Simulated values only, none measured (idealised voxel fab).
Process module in this document: voxel released beams
Displayed cross-section: cut, width of 245 nm, square cells sized 5 nm.
Throughout this document, each cross-section is represented as a grid of square cells and is presented as a sequence of bands enumerated from the top downward, where a band comprises one or more rows of cells. First you get the band's top height and its bottom height, in nm, and then the materials it's made of, left to right, with each width in nm. If you see a single material with "full width", that one covers the band edge to edge. "air" is empty space. Note: height 0 marks the level under which the wafer is uniformly one material as received. Lowest band unbounded below, written "0 -> down". Per-row width for "30 to 40": begins at first number (top row of band), ends at second number (bottom row), increment between rows held constant. "nothing changed" means the step left every cell of the cross-section as it was. You'll see "Unvented cavities" listing empty spaces that have no way open to the top, as long as they're 8 cells or more; the notation is width x height at distance, where the distance is from the left edge, and all of it is in nm. Note: text after step settings on the step line = simulator remark on that step. The setting "overlay nm" may be written on the line of a step. When the step uses a mask, the value reports how far to the right of the planned place the mask lay, and a negative value reports that it lay to the left.
Steps in the process plan:
1: RECEIVE, material Si
2: CONFORMAL_DEP, material Al2O3, thk nm 10
3: DIRECTIONAL_DEP, material SiO2, thk nm 15
4: PATTERN, tone open, mask id ANCHOR, material resist, width nm 35, thk nm 15, overlay nm 0
5: DIRECTIONAL_ETCH, etch materials SiO2, depth nm 15
6: STRIP, etch materials resist
7: CONFORMAL_DEP, material SiN, thk nm 10
8: PATTERN, tone cover, mask id BEAM, material resist, width nm 95, thk nm 20, overlay nm 0
9: DIRECTIONAL_ETCH, etch materials SiN, depth nm 10
10: STRIP, etch materials resist
11: STRIP, etch materials SiO2
As received (post step 1): cross-section:
* 0 -> down: Si full width
* Unvented cavities: none
Final cross-section, module run with one mistake (start and plan as above):
* 35 -> 30: air=70 | SiN=15 | air=15 | SiN=65 | air=80
* 30 -> 25: SiN=85 | air=15 | SiN=145
* 25 -> 20: SiO2=75 | SiN=10 | air=15 | SiN=10 | SiO2=135
* 20 -> 10: SiO2=75 | SiN=35 | SiO2=135
* 10 -> 0: Al2O3 full width
* 0 -> down: Si full width
* Unvented cavities: none
What went wrong in running the wafer? in deviation from the planned setting, step 9 was conducted as DIRECTIONAL_ETCH, etch materials SiN, depth nm 5
